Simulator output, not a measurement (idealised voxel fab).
Proc. module: voxel released beams
Cross-section cut: width 200 nm, square cells of 5 nm.
A cross-section in this document is a grid of square cells, and it is written down as bands, the top band listed before the ones below it; a band is made up of one or more rows of cells.
In this notation a band is specified by the heights of its top and bottom, in that order and in nm, after which its materials appear from left to right, each paired with its width in nm. The word "edge to edge" attached to a single material means that material fills the band from edge to edge; the word "blank" stands for empty space.
Height 0 is the level under which the wafer as received is all one material. The lowest band goes on downwards, as in "z 0 and below".
Width spec "30 to 40" -> top row of cells at first value, bottom row at second value, equal per-row change in between.
A step reported as "no change occurred" is a step in which no cell of the cross-section changed.
Empty spaces counting at least 8 cells and having no open way to the top are listed in "Trapped void list". The notation width x height at distance is used for each, the distance being from the left edge and all three values in nm.
On a step's line, text after the settings is the simulator commenting on that step.
overlay nm: for a step with a mask, the amount by which the mask lay right of where it was planned; a negative amount means left of it.

INTENDED PROCESS STEPS
step 1: RECEIVE: material Si
step 2: CONFORMAL_DEP: material SiN, thk nm 5
step 3: DIRECTIONAL_DEP: material SiO2, thk nm 20
step 4: MASKED_ETCH: tone open, mask id ANCHOR, width nm 35, etch materials SiO2, depth nm 20, overlay nm 0
step 5: CONFORMAL_DEP: material TiN, thk nm 15
step 6: DIRECTIONAL_DEP: material aC, thk nm 15
step 7: PATTERN: tone cover, mask id BEAM, material resist, width nm 90, thk nm 30, overlay nm 0
step 8: DIRECTIONAL_ETCH: etch materials aC, depth nm 15
step 9: STRIP: etch materials resist
step 10: DIRECTIONAL_ETCH: etch materials TiN, depth nm 15
step 11: STRIP: etch materials aC
step 12: STRIP: etch materials SiO2

AS RECEIVED, AFTER STEP 1
  z 0 and below  Si edge to edge
  Trapped void list: none

POST-MODULE CROSS-SECTION: IDENTICAL START AND PLAN TO THOSE ABOVE, ONE MISSTEP IN EXECUTION
  z 25 to 5  SiO2: 55; blank: 35; SiO2: 110
  z 5 to 0  SiN edge to edge
  z 0 and below  Si edge to edge
  Trapped void list: none
What went wrong in running the wafer? step 12 off recipe, ran as STRIP: etch materials TiN
